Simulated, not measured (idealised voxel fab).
process module | voxel self aligned contacts
cross-section cut | 260 nm wide | cells 5 nm
A cross-section is a grid of square cells, given in bands from the top down. A band is one or more rows of cells.
Each band's line starts with the height of the band's top and of its bottom, in nm. Then come its materials from left to right, each with its width in nm. One material with "throughout" fills the band from edge to edge. "air" is empty space.
Height 0 is the level under which the wafer as received is all one material. The lowest band goes on downwards, as in "0 down".
A width such as "30 to 40" changes by the same amount from each row of cells to the next, from the band's top row to its bottom row.
"no change" after a step means that no cell of the cross-section changed.
closed voids: empty space of 8 cells or more with no open way to the top, each as width x height at its distance from the left edge, in nm
after a step's settings: what the simulator itself notes on the step
overlay nm, on a step with a mask: how far to the right of its planned place the mask lay; to the left if negative
plan
1 op RECEIVE | material Si
2 op OXIDIZE | depth nm 5
3 op DIRECTIONAL_DEP | material polySi | thk nm 30
4 op DIRECTIONAL_DEP | material SiN | thk nm 15
5 op MASKED_ETCH | tone cover | mask id GATE | width nm 35 | pitch nm 70 | etch materials SiN | depth nm 15 | overlay nm 0
6 op MASKED_ETCH | tone cover | mask id GATE | width nm 35 | pitch nm 70 | etch materials polySi | depth nm 30 | overlay nm 0
7 op CONFORMAL_DEP | material SiN | thk nm 5
8 op DIRECTIONAL_ETCH | etch materials SiN | depth nm 5
9 op FILL_DEP | material SiO2 | thk nm 15
10 op CMP | height nm 50
11 op PATTERN | tone open | mask id CONTACT | material resist | width nm 45 | pitch nm 70 | thk nm 15 | overlay nm 0
12 op DIRECTIONAL_ETCH | etch materials SiO2 | depth nm 55
13 op STRIP | etch materials resist
14 op CONFORMAL_DEP | material TiN | thk nm 5
15 op FILL_DEP | material Ru | thk nm 10
16 op CMP | height nm 50
17 op CONFORMAL_DEP | material SiCN | thk nm 5
as received, after step 1
  0 down: Si throughout
  closed voids: none
a wafer at the end: this start, this plan, one mistake
  55 to 50: SiCN throughout
  50 to 45: SiO2 80 | TiN 5 | Ru 15 | TiN 25 | SiO2 25 | TiN 5 | Ru 15 | TiN 25 | SiO2 65
  45 to 30: SiO2 35 | SiN 45 | TiN 5 | Ru 15 | TiN 5 | SiN 45 | TiN 5 | Ru 15 | TiN 5 | SiN 45 | SiO2 40
  30 to 0: SiO2 35 | SiN 5 | polySi 35 | SiN 5 | TiN 5 | Ru 15 | TiN 5 | SiN 5 | polySi 35 | SiN 5 | TiN 5 | Ru 15 | TiN 5 | SiN 5 | polySi 35 | SiN 5 | SiO2 40
  0 to -5: SiO2 80 | TiN 25 | SiO2 45 | TiN 25 | SiO2 85
  -5 down: Si throughout
  closed voids: none
what went wrong: step 11 ran as: op PATTERN | tone open | mask id CONTACT | material resist | width nm 45 | pitch nm 70 | thk nm 15 | overlay nm 10
